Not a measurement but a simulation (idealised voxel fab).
The following is a process module called voxel wiring stack.
Each square cell in cross-section cut measures 5 nm, and the section as a whole is 290 nm wide.
Cross-section spec: square-cell grid; bands listed top down; each band is one or more rows.
Each band's line starts with the height of the band's top and of its bottom, in nm. Then come its materials from left to right, each with its width in nm. One material with "full width" fills the band from edge to edge. "air" is empty space.
All heights in this document are referenced to 0, defined as the level beneath which the wafer, as received, consists entirely of one material. The lowest band is not bounded below; it extends indefinitely downward and is written in the form "0 and below".
You'd read "30 to 40" like this: the band's top row of cells is as wide as the first number, its bottom row is as wide as the second, and going down, every row changes width by the same amount as the row before did.
Step marked "remains unaltered"? Then no cell in the cross-section changed in it.
The label "Entrapped void list" introduces a list of the empty spaces, 8 cells or larger, that have no open way up to the top; each entry in it reads width x height at distance, where the distance is taken from the left edge and all three are stated in nm.
Formally, on a step line, whatever follows the settings is a remark that the simulator itself makes on the step.
overlay nm: where the mask lay relative to plan, measured to the right, on steps with a mask; negatives go left.
### The planned process steps are enumerated hereunder
| 1 | RECEIVE, material Si |
| 2 | CONFORMAL_DEP, material SiO2, thk nm 15 |
| 3 | DIRECTIONAL_DEP, material TiN, thk nm 5 |
| 4 | DIRECTIONAL_DEP, material W, thk nm 20 |
| 5 | DIRECTIONAL_DEP, material aC, thk nm 10 |
| 6 | PATTERN, tone cover, mask id METAL_1, material resist, width nm 30, pitch nm 60, thk nm 25, overlay nm 0 |
| 7 | DIRECTIONAL_ETCH, etch materials aC, depth nm 10 |
| 8 | STRIP, etch materials resist |
| 9 | DIRECTIONAL_ETCH, etch materials W, depth nm 20 |
| 10 | DIRECTIONAL_ETCH, etch materials TiN, depth nm 5 |
| 11 | STRIP, etch materials aC |
| 12 | FILL_DEP, material SiO2, thk nm 5 |
| 13 | CMP, height nm 40 |
| 14 | CONFORMAL_DEP, material SiCN, thk nm 5 |
| 15 | DIRECTIONAL_DEP, material lowk, thk nm 30 |
| 16 | PATTERN, tone open, mask id METAL_2_HOLES, material resist, width nm 15, pitch nm 120, thk nm 15, overlay nm 0 |
| 17 | DIRECTIONAL_ETCH, etch materials lowk, depth nm 30 |
| 18 | STRIP, etch materials resist |
| 19 | PATTERN, tone open, mask id METAL_2, material resist, width nm 30, pitch nm 60, thk nm 20, overlay nm 0 |
| 20 | DIRECTIONAL_ETCH, etch materials lowk, depth nm 20 |
| 21 | DIRECTIONAL_ETCH, etch materials SiCN, depth nm 5 |
| 22 | STRIP, etch materials resist |
| 23 | CONFORMAL_DEP, material TiN, thk nm 5 |
| 24 | FILL_DEP, material Cu, thk nm 10 |
| 25 | CMP, height nm 75 |
| 26 | CONFORMAL_DEP, material SiCN, thk nm 5 |
| 27 | DIRECTIONAL_DEP, material SiO2, thk nm 15 |
| 28 | PATTERN, tone open, mask id PLUG_2, material resist, width nm 15, pitch nm 60, thk nm 15, overlay nm 0 |
| 29 | DIRECTIONAL_ETCH, etch materials SiO2, depth nm 15 |
| 30 | DIRECTIONAL_ETCH, etch materials SiCN, depth nm 5 |
| 31 | STRIP, etch materials resist |
| 32 | EPI, material Ru, thk nm 10 |
| 33 | EPI, material Ru, thk nm 10 |
| 34 | DIRECTIONAL_DEP, material TiN, thk nm 5 |
| 35 | DIRECTIONAL_DEP, material W, thk nm 20 |
| 36 | DIRECTIONAL_DEP, material aC, thk nm 10 |
| 37 | PATTERN, tone cover, mask id METAL_3, material resist, width nm 30, pitch nm 60, thk nm 25, overlay nm 0 |
| 38 | DIRECTIONAL_ETCH, etch materials aC, depth nm 10 |
| 39 | STRIP, etch materials resist |
| 40 | DIRECTIONAL_ETCH, etch materials W, depth nm 20 |
| 41 | DIRECTIONAL_ETCH, etch materials TiN, depth nm 5 |
| 42 | STRIP, etch materials aC |
| 43 | FILL_DEP, material lowk, thk nm 5 |
| 44 | CMP, height nm 120 |
| 45 | CONFORMAL_DEP, material SiCN, thk nm 5 |
### Shown in cross-section is the wafer as received, that is, as it stands after step 1
> 0 and below | Si full width
> Entrapped void list: none
### This is how the wafer looks in cross-section once the module is done, given the starting state and plan above and one mistake in carrying the plan out
> 125 down to 120 | SiCN full width
> 120 down to 105 | lowk (70)  W (30)  lowk (30)  W (30)  lowk (30)  W (30)  lowk (70)
> 105 down to 100 | lowk (70)  TiN (20)  W (10)  lowk (30)  TiN (20)  W (10)  lowk (30)  TiN (20)  W (10)  lowk (70)
> 100 down to 95 | lowk (65)  Ru (25)  TiN (10)  lowk (25)  Ru (25)  TiN (10)  lowk (25)  Ru (25)  TiN (10)  lowk (70)
> 95 down to 80 | SiO2 (70)  Ru (15)  SiO2 (45)  Ru (15)  SiO2 (45)  Ru (15)  SiO2 (85)
> 80 down to 75 | TiN full width
> 75 down to 60 | lowk (70)  TiN (5)  Cu (20)  TiN (5)  lowk (30)  TiN (5)  Cu (20)  TiN (5)  lowk (30)  TiN (5)  Cu (20)  TiN (5)  lowk (70)
> 60 down to 55 | lowk (70)  TiN (5)  Cu (5)  TiN (20)  lowk (30)  TiN (30)  lowk (30)  TiN (5)  Cu (5)  TiN (20)  lowk (70)
> 55 down to 45 | lowk (70)  TiN (5)  Cu (5)  TiN (5)  lowk (105)  TiN (5)  Cu (5)  TiN (5)  lowk (85)
> 45 down to 40 | SiCN (70)  TiN (15)  SiCN (105)  TiN (15)  SiCN (85)
> 40 down to 20 | SiO2 (70)  W (30)  SiO2 (30)  W (30)  SiO2 (30)  W (30)  SiO2 (70)
> 20 down to 15 | SiO2 (70)  TiN (30)  SiO2 (30)  TiN (30)  SiO2 (30)  TiN (30)  SiO2 (70)
> 15 down to 0 | SiO2 full width
> 0 and below | Si full width
> Entrapped void list: none
Misprocessing identified: so step 26 ended up running with a different setting than we planned, it ran as CONFORMAL_DEP, material TiN, thk nm 5
